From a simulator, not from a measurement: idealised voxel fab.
process module | voxel gate over fins
Square cell edge 5 nm, section width 290 nm, ID cut.
Format of a cross-section: grid, square cells. Given as bands. Order: top down. Band: one or more rows of cells. Each band's line starts with the height of the band's top and of its bottom, in nm. Then come its materials from left to right, each with its width in nm. One material with "full width" fills the band from edge to edge. "empty" is empty space. Height reference: 0 = level under which incoming wafer is all one material. Lowest band: no bottom, runs on downward, e.g. "0 down". A two-number width, for instance "30->40", indicates that the width is equal to the first number in the top row of the band and to the second number in the bottom row, and that it changes by a constant amount per row of cells. "no alterations made", as given for a step, is the statement that not any cell of the cross-section underwent a change during that step. Listed in "Trapped cavities": every empty space of 8 or more cells without an open way to the top. Form: width x height at distance, the distance being from the left edge, all in nm. Anything after a step's settings on that line? It's the simulator's own note about the step. Regarding "overlay nm": on a step with a mask, it is the distance the mask lay to the right of its planned place; a negative value places it to the left.

# Planned step list for the process
| 1 | op RECEIVE | material Si |
| 2 | op CONFORMAL_DEP | material SiN | thk nm 5 |
| 3 | op PATTERN | tone cover | mask id FINS | material resist | width nm 15 | pitch nm 35 | thk nm 20 | overlay nm 0 |
| 4 | op DIRECTIONAL_ETCH | etch materials SiN | depth nm 5 |
| 5 | op DIRECTIONAL_ETCH | etch materials Si | depth nm 35 |
| 6 | op STRIP | etch materials resist |
| 7 | op FILL_DEP | material SiO2 | thk nm 5 |
| 8 | op CMP | height nm 5 |
| 9 | op SELECTIVE_ETCH | etch materials SiO2 | depth nm 20 |
| 10 | op STRIP | etch materials SiN |
| 11 | op CONFORMAL_DEP | material HfO2 | thk nm 5 |
| 12 | op CONFORMAL_DEP | material TiN | thk nm 5 |
| 13 | op CONFORMAL_DEP | material TiAl | thk nm 5 |
| 14 | op CONFORMAL_DEP | material TiN | thk nm 5 |
| 15 | op FILL_DEP | material W | thk nm 10 |
| 16 | op CMP | height nm 25 |
| 17 | op CONFORMAL_DEP | material SiCN | thk nm 5 |

# Cross-section of the wafer at receipt, which is the condition after step 1
- 0 down = Si full width
- Trapped cavities: none

# Cross-section at module end, one run error; start and plan unchanged from above
- 30 to 25 = SiCN full width
- 25 to 20 = TiN full width
- 20 to 15 = TiAl full width
- 15 to 10 = TiN full width
- 10 to 5 = HfO2 full width
- 5 to 0 = TiAl full width
- 0 down = Si full width
- Trapped cavities: none
Deviation from plan: in deviation from the planned setting, step 2 was conducted as op CONFORMAL_DEP | material TiAl | thk nm 5
